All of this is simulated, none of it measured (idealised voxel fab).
voxel capacitor over wiring: a process module
Xsec cut, 265 nm wide, square cell size 5 nm.
We lay out every cross-section as a grid of square cells and spell it out in bands from the top down, where one band means one or more rows of cells. Each band's line starts with the height of the band's top and of its bottom, in nm. Then come its materials from left to right, each with its width in nm. One material with "all across" fills the band from edge to edge. "empty" is empty space. Heights are measured from 0, the level below which the as-received wafer is all one material; the lowest band has no bottom and continues downward, written as in "0 -> down". A width such as "30..40" changes by the same amount from each row of cells to the next, from the band's top row to its bottom row. "remained unchanged" means the step left every cell of the cross-section as it was. "Closed empty spaces" contains a list of empty spaces, each no smaller than 8 cells and without an open way to the top, written in the form width x height at distance with the distance from the left edge and all three in nm. Formally, on a step line, whatever follows the settings is a remark that the simulator itself makes on the step. overlay nm, on a step with a mask: how far to the right of its planned place the mask lay; to the left if negative.

**Below is the list of planned process steps**
| 1 | RECEIVE | material Si |
| 2 | CONFORMAL_DEP | material SiO2 | thk nm 10 |
| 3 | DIRECTIONAL_DEP | material TiN | thk nm 5 |
| 4 | DIRECTIONAL_DEP | material W | thk nm 25 |
| 5 | DIRECTIONAL_DEP | material aC | thk nm 10 |
| 6 | PATTERN | tone cover | mask id METAL_1 | material resist | width nm 20 | pitch nm 80 | thk nm 25 | overlay nm 0 |
| 7 | DIRECTIONAL_ETCH | etch materials aC | depth nm 10 |
| 8 | STRIP | etch materials resist |
| 9 | DIRECTIONAL_ETCH | etch materials W | depth nm 25 |
| 10 | DIRECTIONAL_ETCH | etch materials TiN | depth nm 5 |
| 11 | STRIP | etch materials aC |
| 12 | CONFORMAL_DEP | material SiCN | thk nm 5 |
| 13 | FILL_DEP | material SiO2 | thk nm 10 |
| 14 | CMP | height nm 40 |
| 15 | CONFORMAL_DEP | material SiCN | thk nm 5 |
| 16 | DIRECTIONAL_DEP | material SiO2 | thk nm 20 |
| 17 | PATTERN | tone open | mask id PLUG_1 | material resist | width nm 15 | thk nm 20 | overlay nm 0 |
| 18 | DIRECTIONAL_ETCH | etch materials SiO2 | depth nm 20 |
| 19 | DIRECTIONAL_ETCH | etch materials SiCN | depth nm 5 |
| 20 | STRIP | etch materials resist |
| 21 | EPI | material Ru | thk nm 10 |
| 22 | EPI | material Ru | thk nm 10 |
| 23 | EPI | material Ru | thk nm 5 |
| 24 | DIRECTIONAL_DEP | material TiN | thk nm 10 |
| 25 | DIRECTIONAL_DEP | material Al2O3 | thk nm 5 |
| 26 | DIRECTIONAL_DEP | material TiN | thk nm 10 |
| 27 | MASKED_ETCH | tone cover | mask id UPPER_PLATE | width nm 65 | etch materials TiN | depth nm 10 | overlay nm 0 |
| 28 | MASKED_ETCH | tone cover | mask id UPPER_PLATE | width nm 65 | etch materials Al2O3 | depth nm 5 | overlay nm 0 |
| 29 | PATTERN | tone cover | mask id LOWER_PLATE | material resist | width nm 75 | thk nm 20 | overlay nm 0 |
| 30 | DIRECTIONAL_ETCH | etch materials TiN | depth nm 10 |
| 31 | STRIP | etch materials resist |
| 32 | FILL_DEP | material SiO2 | thk nm 20 |
| 33 | CMP | height nm 105 |
| 34 | MASKED_ETCH | tone open | mask id PLUG_2 | width nm 15 | etch materials SiO2 | depth nm 15 | overlay nm -15 |
| 35 | CONFORMAL_DEP | material TiN | thk nm 5 |
| 36 | FILL_DEP | material Ru | thk nm 10 |
| 37 | CMP | height nm 105 |
| 38 | CONFORMAL_DEP | material SiN | thk nm 5 |
The wafers are alike at the start. At step 34, their overlay nm differs. The plan lists the first wafer's value.

**First wafer of several, as received: cross-section after step 1**
0 -> down: Si all across
Closed empty spaces: none

**Cross-sectional representation of the first of several wafers at the end of the module, i.e. after its terminal step, step 38**
110 -> 105: SiN all across
105 -> 95: SiO2 80 / TiN 5 / Ru 5 / TiN 5 / SiO2 170
95 -> 90: SiO2 80 / TiN 15 / SiO2 170
90 -> 80: SiO2 85 / TiN 65 / SiO2 115
80 -> 75: SiO2 85 / Al2O3 65 / SiO2 115
75 -> 65: SiO2 80 / TiN 75 / SiO2 110
65 -> 45: SiO2 85 / Ru 15 / SiO2 165
45 -> 40: SiCN 85 / Ru 15 / SiCN 165
40 -> 15: SiO2 75 / SiCN 5 / W 20 / SiCN 5 / SiO2 50 / SiCN 5 / W 20 / SiCN 5 / SiO2 80
15 -> 10: SiCN 80 / TiN 20 / SiCN 60 / TiN 20 / SiCN 85
10 -> 0: SiO2 all across
0 -> down: Si all across
Closed empty spaces: none

**Wafer cross-section (last wafer, module end)**
110 -> 105: SiN all across
105 -> 95: SiO2 110 / TiN 5 / Ru 5 / TiN 5 / SiO2 140
95 -> 90: SiO2 110 / TiN 15 / SiO2 140
90 -> 80: SiO2 85 / TiN 65 / SiO2 115
80 -> 75: SiO2 85 / Al2O3 65 / SiO2 115
75 -> 65: SiO2 80 / TiN 75 / SiO2 110
65 -> 45: SiO2 85 / Ru 15 / SiO2 165
45 -> 40: SiCN 85 / Ru 15 / SiCN 165
40 -> 15: SiO2 75 / SiCN 5 / W 20 / SiCN 5 / SiO2 50 / SiCN 5 / W 20 / SiCN 5 / SiO2 80
15 -> 10: SiCN 80 / TiN 20 / SiCN 60 / TiN 20 / SiCN 85
10 -> 0: SiO2 all across
0 -> down: Si all across
Closed empty spaces: none

**For your reference, the table is organized with a row per wafer; each row reflects the wafer at the end of the module, indicating for each material the cells gained (+) or lost (-) since receipt, and thereafter its closed voids**
overlay nm -15, +13 Al2O3, +17 Ru, +115 SiCN, +53 SiN, +857 SiO2, +71 TiN, +40 W, Closed empty spaces: none
overlay nm -10, +13 Al2O3, +17 Ru, +115 SiCN, +53 SiN, +857 SiO2, +71 TiN, +40 W, Closed empty spaces: none
overlay nm -5, +13 Al2O3, +17 Ru, +115 SiCN, +53 SiN, +857 SiO2, +71 TiN, +40 W, Closed empty spaces: none
overlay nm 0, +13 Al2O3, +17 Ru, +115 SiCN, +53 SiN, +857 SiO2, +71 TiN, +40 W, Closed empty spaces: none
overlay nm 5, +13 Al2O3, +17 Ru, +115 SiCN, +53 SiN, +857 SiO2, +71 TiN, +40 W, Closed empty spaces: none
overlay nm 10, +13 Al2O3, +17 Ru, +115 SiCN, +53 SiN, +857 SiO2, +71 TiN, +40 W, Closed empty spaces: none
overlay nm 15, +13 Al2O3, +17 Ru, +115 SiCN, +53 SiN, +857 SiO2, +71 TiN, +40 W, Closed empty spaces: none
